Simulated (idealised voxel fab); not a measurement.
Process module in this document: voxel gate over fins
280 nm wide, 5 nm square cells: that's cross-section cut.
Cross-section, as written here: a square-cell grid given band by band from the top down, where a band holds one or more rows of cells. A band entry consists of two parts. The first gives the height of the band's top and the height of its bottom, in nm. The rest lists the band's materials from left to right, each with its width in nm. A single material labelled with the word "throughout" fills the band from edge to edge, and the word "blank" marks empty space. The reference from which all heights are counted is 0, the level beneath which the as-received wafer is entirely one material; the lowest band, having no lower bound, proceeds downward and is written after the example "0 -> down". The width entry "30->40" should be interpreted row by row: the top row of cells in the band takes the first number, the bottom row takes the second number, and the change between adjacent rows is uniform throughout. Step marked "remained the same"? Then no cell in the cross-section changed in it. In "Enclosed cavities" the enclosed voids are listed, meaning empty spaces of 8 cells or larger without any opening to the top. The form is width x height at distance, distance from the left edge, units nm. Heads up: the bit after the settings on a step's line is the simulator's remark on that step. What "overlay nm" on a step's line means: if the step has a mask, that mask lay this far to the right of its planned place, or, when the value is negative, to the left.
[Set out below are the planned steps of the process]
1,RECEIVE | material Si
2,CONFORMAL_DEP | material SiN | thk nm 10
3,PATTERN | tone cover | mask id FINS | material resist | width nm 15 | pitch nm 45 | thk nm 20 | overlay nm 0
4,DIRECTIONAL_ETCH | etch materials SiN | depth nm 10
5,DIRECTIONAL_ETCH | etch materials Si | depth nm 35
6,STRIP | etch materials resist
7,OXIDIZE | depth nm 5
8,FILL_DEP | material SiO2 | thk nm 10
9,CMP | height nm 10
10,SELECTIVE_ETCH | etch materials SiO2 | depth nm 20
11,STRIP | etch materials SiN
12,CONFORMAL_DEP | material HfO2 | thk nm 5
13,CONFORMAL_DEP | material TiN | thk nm 5
14,CONFORMAL_DEP | material TiAl | thk nm 5
15,CONFORMAL_DEP | material TiN | thk nm 5
16,FILL_DEP | material W | thk nm 10
17,CMP | height nm 25
18,CONFORMAL_DEP | material SiN | thk nm 10
[first wafer, as planned]
[Cross-section of the wafer at receipt, which is the condition after step 1]
  0 -> down  Si throughout
  Enclosed cavities: none
[Cross-sectional representation of the wafer at the conclusion of step 2]
  10 -> 0  SiN throughout
  At heights below 0, the structure remains unaltered.
[Cross-sectional representation of the wafer at the conclusion of step 3]
  30 -> 10  blank 110 | resist 15 | blank 30 | resist 15 | blank 110
  At heights below 10, the structure remains unaltered.
[Cross-sectional representation of the wafer at the conclusion of step 4]
  30 -> 10  blank 110 | resist 15 | blank 30 | resist 15 | blank 110
  10 -> 0  blank 110 | SiN 15 | blank 30 | SiN 15 | blank 110
  At heights below 0, the structure remains unaltered.
[Cross-sectional representation of the wafer at the conclusion of step 5]
  30 -> 10  blank 110 | resist 15 | blank 30 | resist 15 | blank 110
  10 -> 0  blank 110 | SiN 15 | blank 30 | SiN 15 | blank 110
  0 -> -35  blank 110 | Si 15 | blank 30 | Si 15 | blank 110
  At heights below -35, the structure remains unaltered.
[Cross-sectional representation of the wafer at the conclusion of step 6]
  10 -> 0  blank 110 | SiN 15 | blank 30 | SiN 15 | blank 110
  At heights below 0, the structure remains unaltered.
[Cross-sectional representation of the wafer at the conclusion of step 7]
  10 -> 0  blank 110 | SiN 15 | blank 30 | SiN 15 | blank 110
  0 -> -35  blank 110 | SiO2 5 | Si 5 | SiO2 5 | blank 30 | SiO2 5 | Si 5 | SiO2 5 | blank 110
  -35 -> -40  SiO2 115 | Si 5 | SiO2 40 | Si 5 | SiO2 115
  At heights below -40, the structure remains unaltered.
[Cross-sectional representation of the wafer at the conclusion of step 8]
  20 -> 10  SiO2 throughout
  10 -> 0  SiO2 110 | SiN 15 | SiO2 30 | SiN 15 | SiO2 110
  0 -> -40  SiO2 115 | Si 5 | SiO2 40 | Si 5 | SiO2 115
  At heights below -40, the structure remains unaltered.
[Cross-sectional representation of the wafer at the conclusion of step 9]
  10 -> 0  SiO2 110 | SiN 15 | SiO2 30 | SiN 15 | SiO2 110
  At heights below 0, the structure remains unaltered.
[Cross-sectional representation of the wafer at the conclusion of step 10]
  10 -> 0  blank 110 | SiN 15 | blank 30 | SiN 15 | blank 110
  0 -> -10  blank 115 | Si 5 | blank 40 | Si 5 | blank 115
  At heights below -10, the structure remains unaltered.
[Cross-sectional representation of the wafer at the conclusion of step 11]
  0 -> -10  blank 115 | Si 5 | blank 40 | Si 5 | blank 115
  At heights below -10, the structure remains unaltered.
[Cross-sectional representation of the wafer at the conclusion of step 12]
  5 -> 0  blank 110 | HfO2 15 | blank 30 | HfO2 15 | blank 110
  0 -> -5  blank 110 | HfO2 5 | Si 5 | HfO2 5 | blank 30 | HfO2 5 | Si 5 | HfO2 5 | blank 110
  -5 -> -10  HfO2 115 | Si 5 | HfO2 40 | Si 5 | HfO2 115
  At heights below -10, the structure remains unaltered.
[Cross-sectional representation of the wafer at the conclusion of step 13]
  10 -> 5  blank 105 | TiN 25 | blank 20 | TiN 25 | blank 105
  5 -> 0  blank 105 | TiN 5 | HfO2 15 | TiN 5 | blank 20 | TiN 5 | HfO2 15 | TiN 5 | blank 105
  0 -> -5  TiN 110 | HfO2 5 | Si 5 | HfO2 5 | TiN 30 | HfO2 5 | Si 5 | HfO2 5 | TiN 110
  At heights below -5, the structure remains unaltered.
[Cross-sectional representation of the wafer at the conclusion of step 14]
  15 -> 10  blank 100 | TiAl 35 | blank 10 | TiAl 35 | blank 100
  10 -> 5  blank 100 | TiAl 5 | TiN 25 | TiAl 5 | blank 10 | TiAl 5 | TiN 25 | TiAl 5 | blank 100
  5 -> 0  TiAl 105 | TiN 5 | HfO2 15 | TiN 5 | TiAl 20 | TiN 5 | HfO2 15 | TiN 5 | TiAl 105
  At heights below 0, the structure remains unaltered.
[Cross-sectional representation of the wafer at the conclusion of step 15]
  20 -> 15  blank 95 | TiN 90 | blank 95
  15 -> 10  blank 95 | TiN 5 | TiAl 35 | TiN 10 | TiAl 35 | TiN 5 | blank 95
  10 -> 5  TiN 100 | TiAl 5 | TiN 25 | TiAl 5 | TiN 10 | TiAl 5 | TiN 25 | TiAl 5 | TiN 100
  At heights below 5, the structure remains unaltered.
[Cross-sectional representation of the wafer at the conclusion of step 16]
  30 -> 20  W throughout
  20 -> 15  W 95 | TiN 90 | W 95
  15 -> 10  W 95 | TiN 5 | TiAl 35 | TiN 10 | TiAl 35 | TiN 5 | W 95
  At heights below 10, the structure remains unaltered.
[Cross-sectional representation of the wafer at the conclusion of step 17]
  25 -> 20  W throughout
  At heights below 20, the structure remains unaltered.
[Cross-sectional representation of the wafer at the conclusion of step 18]
  35 -> 25  SiN throughout
  At heights below 25, the structure remains unaltered.
[Companion wafer, the second of two: same beginning, same intended sequence, one mistake in carrying it out; through step 13 inclusive it tracks the first exactly]
Cross-sectional representation of the second wafer at the time designated in the plan for the completion of step 14: remained the same
[Cross-sectional representation of the second wafer at the time designated in the plan for the completion of step 15]
  15 -> 5  blank 100 | TiN 35 | blank 10 | TiN 35 | blank 100
  5 -> 0  TiN 110 | HfO2 15 | TiN 30 | HfO2 15 | TiN 110
  At heights below 0, the structure remains unaltered.
[Cross-sectional representation of the second wafer at the time designated in the plan for the completion of step 16]
  25 -> 15  W throughout
  15 -> 5  W 100 | TiN 35 | W 10 | TiN 35 | W 100
  At heights below 5, the structure remains unaltered.
Cross-sectional representation of the second wafer at the time designated in the plan for the completion of step 17: remained the same
[Cross-sectional representation of the second wafer at the time designated in the plan for the completion of step 18]
  35 -> 25  SiN throughout
  At heights below 25, the structure remains unaltered.
Deviation noted in wafer processing: step 14 of the plan never got run, it was skipped over
The final cell counts differ between the wafers, with the second having more or fewer of some materials than the first: -64 TiAl | +64 W
